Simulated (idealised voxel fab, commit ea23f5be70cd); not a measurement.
process module | voxel ribs on slabs
cross-section cut | 225 nm wide | cells 5 nm
A cross-section is a grid of square cells, given in bands from the top down. A band is one or more rows of cells.
Each band's line starts with the height of the band's top and of its bottom, in nm. Then come its materials from left to right, each with its width in nm. One material with "throughout" fills the band from edge to edge. "air" is empty space.
Height 0 is the level under which the wafer as received is all one material. The lowest band goes on downwards, as in "0 down".
A width such as "30 to 40" changes by the same amount from each row of cells to the next, from the band's top row to its bottom row.
"no change" after a step means that no cell of the cross-section changed.
closed voids: empty space of 8 cells or more with no open way to the top, each as width x height at its distance from the left edge, in nm
after a step's settings: what the simulator itself notes on the step
overlay nm, on a step with a mask: how far to the right of its planned place the mask lay; to the left if negative
Each pair below shows a cross-section before one step and the cross-section after it, down to the lowest band that changed. The line under each pair gives the step between them, with its settings. The pairs can come from different runs of this module on the same starting wafer, so a pair continues from the pair above only where its "before" says so.
before
  0 down: Si throughout
  closed voids: none
after
  20 to 0: SiO2 throughout
  below 0: unchanged
  closed voids: none
the step between: op DIRECTIONAL_DEP | material SiO2 | thk nm 20
before: the cross-section after the pair above
after
  45 to 20: SiN throughout
  below 20: unchanged
  closed voids: none
the step between: op DIRECTIONAL_DEP | material SiN | thk nm 25
before: the cross-section after the pair above
after
  60 to 45: air 105 | resist 15 | air 105
  below 45: unchanged
  closed voids: none
the step between: op PATTERN | tone cover | mask id RIB | material resist | width nm 15 | thk nm 15 | overlay nm 0
before: the cross-section after the pair above
after
  60 to 45: air 105 | resist 15 | air 105
  45 to 30: air 105 | SiN 15 | air 105
  below 30: unchanged
  closed voids: none
the step between: op DIRECTIONAL_ETCH | etch materials SiN | depth nm 15
before: the cross-section after the pair above
after
  45 to 30: air 105 | SiN 15 | air 105
  below 30: unchanged
  closed voids: none
the step between: op STRIP | etch materials resist
before: the cross-section after the pair above
after
  45 to 30: air 105 | SiN 15 | air 105
  30 to 20: air 80 | SiN 65 | air 80
  below 20: unchanged
  closed voids: none
the step between: op MASKED_ETCH | tone cover | mask id SLAB | width nm 65 | etch materials SiN | depth nm 10 | overlay nm 0
before: the cross-section after the pair above
after
  70 to 45: SiO2 throughout
  45 to 30: SiO2 105 | SiN 15 | SiO2 105
  30 to 20: SiO2 80 | SiN 65 | SiO2 80
  below 20: unchanged
  closed voids: none
the step between: op FILL_DEP | material SiO2 | thk nm 25
before: the cross-section after the pair above
after
  65 to 45: SiO2 throughout
  below 45: unchanged
  closed voids: none
the step between: op CMP | height nm 65
before: the cross-section after the pair above
after
  75 to 65: TiN throughout
  below 65: unchanged
  closed voids: none
the step between: op DIRECTIONAL_DEP | material TiN | thk nm 10
before: the cross-section after the pair above
after
  75 to 65: air 100 | TiN 25 | air 100
  below 65: unchanged
  closed voids: none
the step between: op MASKED_ETCH | tone cover | mask id HEATER | width nm 25 | etch materials TiN | depth nm 10 | overlay nm 0
before: the cross-section after the pair above
after
  85 to 75: air 90 | SiN 45 | air 90
  75 to 65: SiN 100 | TiN 25 | SiN 100
  below 65: unchanged
  closed voids: none
the step between: op CONFORMAL_DEP | material SiN | thk nm 10
before
  45 to 20: SiN throughout
  20 to 0: SiO2 throughout
  0 down: Si throughout
  closed voids: none
after
  70 to 20: SiN throughout
  below 20: unchanged
  closed voids: none
the step between: op DIRECTIONAL_DEP | material SiN | thk nm 25
before: the cross-section after the pair above
after
  85 to 70: air 105 | resist 15 | air 105
  below 70: unchanged
  closed voids: none
the step between: op PATTERN | tone cover | mask id RIB | material resist | width nm 15 | thk nm 15 | overlay nm 0
before: the cross-section after the pair above
after
  85 to 70: air 105 | resist 15 | air 105
  70 to 55: air 105 | SiN 15 | air 105
  below 55: unchanged
  closed voids: none
the step between: op DIRECTIONAL_ETCH | etch materials SiN | depth nm 15
before: the cross-section after the pair above
after
  70 to 55: air 105 | SiN 15 | air 105
  below 55: unchanged
  closed voids: none
the step between: op STRIP | etch materials resist
before: the cross-section after the pair above
after
  70 to 55: air 105 | SiN 15 | air 105
  55 to 45: air 80 | SiN 65 | air 80
  below 45: unchanged
  closed voids: none
the step between: op MASKED_ETCH | tone cover | mask id SLAB | width nm 65 | etch materials SiN | depth nm 10 | overlay nm 0
before: the cross-section after the pair above
after
  95 to 70: SiO2 throughout
  70 to 55: SiO2 105 | SiN 15 | SiO2 105
  55 to 45: SiO2 80 | SiN 65 | SiO2 80
  below 45: unchanged
  closed voids: none
the step between: op FILL_DEP | material SiO2 | thk nm 25
before: the cross-section after the pair above
after
  65 to 55: SiO2 105 | SiN 15 | SiO2 105
  below 55: unchanged
  closed voids: none
the step between: op CMP | height nm 65
before: the cross-section after the pair above
after
  75 to 65: TiN throughout
  below 65: unchanged
  closed voids: none
the step between: op DIRECTIONAL_DEP | material TiN | thk nm 10
before: the cross-section after the pair above
after
  75 to 65: air 100 | TiN 25 | air 100
  below 65: unchanged
  closed voids: none
the step between: op MASKED_ETCH | tone cover | mask id HEATER | width nm 25 | etch materials TiN | depth nm 10 | overlay nm 0
before: the cross-section after the pair above
after
  85 to 75: air 90 | SiN 45 | air 90
  75 to 65: SiN 100 | TiN 25 | SiN 100
  below 65: unchanged
  closed voids: none
the step between: op CONFORMAL_DEP | material SiN | thk nm 10
before
  0 down: Si throughout
  closed voids: none
after
  25 to 0: SiN throughout
  below 0: unchanged
  closed voids: none
the step between: op DIRECTIONAL_DEP | material SiN | thk nm 25
before: the cross-section after the pair above
after
  45 to 25: SiO2 throughout
  below 25: unchanged
  closed voids: none
the step between: op DIRECTIONAL_DEP | material SiO2 | thk nm 20
before: the cross-section after the pair above
after
  60 to 45: air 105 | resist 15 | air 105
  below 45: unchanged
  closed voids: none
the step between: op PATTERN | tone cover | mask id RIB | material resist | width nm 15 | thk nm 15 | overlay nm 0
before: the cross-section after the pair above
after
  45 to 25: SiO2 throughout
  below 25: unchanged
  closed voids: none
the step between: op STRIP | etch materials resist
before: the cross-section after the pair above
after
  70 to 25: SiO2 throughout
  below 25: unchanged
  closed voids: none
the step between: op FILL_DEP | material SiO2 | thk nm 25
before: the cross-section after the pair above
after
  65 to 25: SiO2 throughout
  below 25: unchanged
  closed voids: none
the step between: op CMP | height nm 65
before: the cross-section after the pair above
after
  75 to 65: TiN throughout
  below 65: unchanged
  closed voids: none
the step between: op DIRECTIONAL_DEP | material TiN | thk nm 10
before: the cross-section after the pair above
after
  75 to 65: air 100 | TiN 25 | air 100
  below 65: unchanged
  closed voids: none
the step between: op MASKED_ETCH | tone cover | mask id HEATER | width nm 25 | etch materials TiN | depth nm 10 | overlay nm 0
before: the cross-section after the pair above
after
  85 to 75: air 90 | SiN 45 | air 90
  75 to 65: SiN 100 | TiN 25 | SiN 100
  below 65: unchanged
  closed voids: none
the step between: op CONFORMAL_DEP | material SiN | thk nm 10
before
  65 to 45: SiO2 throughout
  45 to 30: SiO2 105 | SiN 15 | SiO2 105
  30 to 20: SiO2 80 | SiN 65 | SiO2 80
  20 to 0: SiO2 throughout
  0 down: Si throughout
  closed voids: none
after
  70 to 65: TiN throughout
  below 65: unchanged
  closed voids: none
the step between: op DIRECTIONAL_DEP | material TiN | thk nm 5
before: the cross-section after the pair above
after
  70 to 65: air 100 | TiN 25 | air 100
  below 65: unchanged
  closed voids: none
the step between: op MASKED_ETCH | tone cover | mask id HEATER | width nm 25 | etch materials TiN | depth nm 10 | overlay nm 0
before: the cross-section after the pair above
after
  80 to 75: air 90 | SiN 45 | air 90
  75 to 70: SiN throughout
  70 to 65: SiN 100 | TiN 25 | SiN 100
  below 65: unchanged
  closed voids: none
the step between: op CONFORMAL_DEP | material SiN | thk nm 10
before
  45 to 30: air 105 | SiN 15 | air 105
  30 to 20: SiN throughout
  20 to 0: SiO2 throughout
  0 down: Si throughout
  closed voids: none
after
  45 to 30: air 105 | SiN 15 | air 105
  30 to 20: air 85 | SiN 60 | air 80
  below 20: unchanged
  closed voids: none
the step between: op MASKED_ETCH | tone cover | mask id SLAB | width nm 60 | etch materials SiN | depth nm 10 | overlay nm 0
before: the cross-section after the pair above
after
  70 to 45: SiO2 throughout
  45 to 30: SiO2 105 | SiN 15 | SiO2 105
  30 to 20: SiO2 85 | SiN 60 | SiO2 80
  below 20: unchanged
  closed voids: none
the step between: op FILL_DEP | material SiO2 | thk nm 25
before: the cross-section after the pair above
after
  65 to 45: SiO2 throughout
  below 45: unchanged
  closed voids: none
the step between: op CMP | height nm 65
before: the cross-section after the pair above
after
  75 to 65: TiN throughout
  below 65: unchanged
  closed voids: none
the step between: op DIRECTIONAL_DEP | material TiN | thk nm 10
before: the cross-section after the pair above
after
  75 to 65: air 100 | TiN 25 | air 100
  below 65: unchanged
  closed voids: none
the step between: op MASKED_ETCH | tone cover | mask id HEATER | width nm 25 | etch materials TiN | depth nm 10 | overlay nm 0
before: the cross-section after the pair above
after
  85 to 75: air 90 | SiN 45 | air 90
  75 to 65: SiN 100 | TiN 25 | SiN 100
  below 65: unchanged
  closed voids: none
the step between: op CONFORMAL_DEP | material SiN | thk nm 10
before
  45 to 20: SiN throughout
  20 to 0: SiO2 throughout
  0 down: Si throughout
  closed voids: none
after
  60 to 45: air 110 | resist 15 | air 100
  below 45: unchanged
  closed voids: none
the step between: op PATTERN | tone cover | mask id RIB | material resist | width nm 15 | thk nm 15 | overlay nm 5
before: the cross-section after the pair above
after
  60 to 45: air 110 | resist 15 | air 100
  45 to 30: air 110 | SiN 15 | air 100
  below 30: unchanged
  closed voids: none
the step between: op DIRECTIONAL_ETCH | etch materials SiN | depth nm 15
before: the cross-section after the pair above
after
  45 to 30: air 110 | SiN 15 | air 100
  below 30: unchanged
  closed voids: none
the step between: op STRIP | etch materials resist
before: the cross-section after the pair above
after
  45 to 30: air 110 | SiN 15 | air 100
  30 to 20: air 80 | SiN 65 | air 80
  below 20: unchanged
  closed voids: none
the step between: op MASKED_ETCH | tone cover | mask id SLAB | width nm 65 | etch materials SiN | depth nm 10 | overlay nm 0
before: the cross-section after the pair above
after
  70 to 45: SiO2 throughout
  45 to 30: SiO2 110 | SiN 15 | SiO2 100
  30 to 20: SiO2 80 | SiN 65 | SiO2 80
  below 20: unchanged
  closed voids: none
the step between: op FILL_DEP | material SiO2 | thk nm 25
before: the cross-section after the pair above
after
  65 to 45: SiO2 throughout
  below 45: unchanged
  closed voids: none
the step between: op CMP | height nm 65
before: the cross-section after the pair above
after
  75 to 65: TiN throughout
  below 65: unchanged
  closed voids: none
the step between: op DIRECTIONAL_DEP | material TiN | thk nm 10
before: the cross-section after the pair above
after
  75 to 65: air 100 | TiN 25 | air 100
  below 65: unchanged
  closed voids: none
the step between: op MASKED_ETCH | tone cover | mask id HEATER | width nm 25 | etch materials TiN | depth nm 10 | overlay nm 0
before: the cross-section after the pair above
after
  85 to 75: air 90 | SiN 45 | air 90
  75 to 65: SiN 100 | TiN 25 | SiN 100
  below 65: unchanged
  closed voids: none
the step between: op CONFORMAL_DEP | material SiN | thk nm 10
before
  65 to 45: SiO2 throughout
  45 to 30: SiO2 105 | SiN 15 | SiO2 105
  30 to 20: SiO2 80 | SiN 65 | SiO2 80
  20 to 0: SiO2 throughout
  0 down: Si throughout
  closed voids: none
after
  75 to 65: SiN throughout
  below 65: unchanged
  closed voids: none
the step between: op DIRECTIONAL_DEP | material SiN | thk nm 10
before: the cross-section after the pair above
after
  85 to 65: SiN throughout
  below 65: unchanged
  closed voids: none
the step between: op CONFORMAL_DEP | material SiN | thk nm 10
before
  75 to 65: TiN throughout
  65 to 45: SiO2 throughout
  45 to 30: SiO2 105 | SiN 15 | SiO2 105
  30 to 20: SiO2 80 | SiN 65 | SiO2 80
  20 to 0: SiO2 throughout
  0 down: Si throughout
  closed voids: none
after
  75 to 65: TiN 100 | air 25 | TiN 100
  below 65: unchanged
  closed voids: none
the step between: op MASKED_ETCH | tone open | mask id HEATER | width nm 25 | etch materials TiN | depth nm 10 | overlay nm 0
before: the cross-section after the pair above
after
  85 to 75: SiN 110 | air 5 | SiN 110
  75 to 65: TiN 100 | SiN 25 | TiN 100
  below 65: unchanged
  closed voids: none
the step between: op CONFORMAL_DEP | material SiN | thk nm 10
